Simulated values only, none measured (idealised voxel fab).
Herein follows the process module entitled voxel double patterning.
Displayed cross-section: cut, width of 255 nm, square cells sized 5 nm.
If you're reading a cross-section in this doc, picture square cells in a grid; it comes to you as bands, top ones listed first down to the bottom, and a band can be one or more rows of cells.
Band: top height; bottom height; in nm. Then, left to right: material with width in nm, for each material. "all across": a single material spanning edge to edge. "empty": empty space.
Height datum 0, below which the as-received substrate wafer is one material. Lowest band open at the bottom, running downward: "from 0 down".
Note: "30..40" means the width goes from the first number (top row of the band) to the second number (bottom row) in equal steps per row of cells.
"no alterations made" for a step: no cell of the cross-section changed in that step.
"Enclosed void listing" enumerates empty spaces isolated from the top, with no open way to it, that contain at least 8 cells, giving each as width x height at distance from the left edge, all three in nm.
Formally, on a step line, whatever follows the settings is a remark that the simulator itself makes on the step.
A step line may carry the setting "overlay nm", which, for steps involving a mask, states the distance by which the mask lay to the right of its intended position; negative values denote displacement to the left.

Listed below are the process steps as planned
1) RECEIVE, material Si
2) CONFORMAL_DEP, material SiO2, thk nm 5
3) DIRECTIONAL_DEP, material polySi, thk nm 10
4) DIRECTIONAL_DEP, material SiN, thk nm 5
5) PATTERN, tone open, mask id FIRST, material resist, width nm 15, pitch nm 50, thk nm 20, overlay nm -15
6) DIRECTIONAL_ETCH, etch materials SiN, depth nm 5
7) STRIP, etch materials resist
8) DIRECTIONAL_DEP, material aC, thk nm 10
9) PATTERN, tone open, mask id SECOND, material resist, width nm 15, pitch nm 50, thk nm 30, overlay nm 0
10) DIRECTIONAL_ETCH, etch materials aC, depth nm 10
11) STRIP, etch materials resist
12) DIRECTIONAL_ETCH, etch materials SiN, depth nm 5
13) STRIP, etch materials aC
14) DIRECTIONAL_ETCH, etch materials polySi, depth nm 10
15) STRIP, etch materials SiN
The plan's step 5 overlay nm is the first wafer's value; the wafers differ in this setting and start identical.

The first of several wafers, as received after step 1, seen in section
	from 0 down = Si all across
	Enclosed void listing: none

Quick key for the table: a row per wafer, taken at the end of the module. For each material it tells you how many cells the wafer gained (+) or lost (-) since it came in, and the closed voids come after
overlay nm -15 | +51 SiO2 | +76 polySi | Enclosed void listing: none
overlay nm -10 | +51 SiO2 | +72 polySi | Enclosed void listing: none
overlay nm -5 | +51 SiO2 | +72 polySi | Enclosed void listing: none
overlay nm 0 | +51 SiO2 | +72 polySi | Enclosed void listing: none
overlay nm 5 | +51 SiO2 | +72 polySi | Enclosed void listing: none
overlay nm 10 | +51 SiO2 | +72 polySi | Enclosed void listing: none
overlay nm 15 | +51 SiO2 | +76 polySi | Enclosed void listing: none
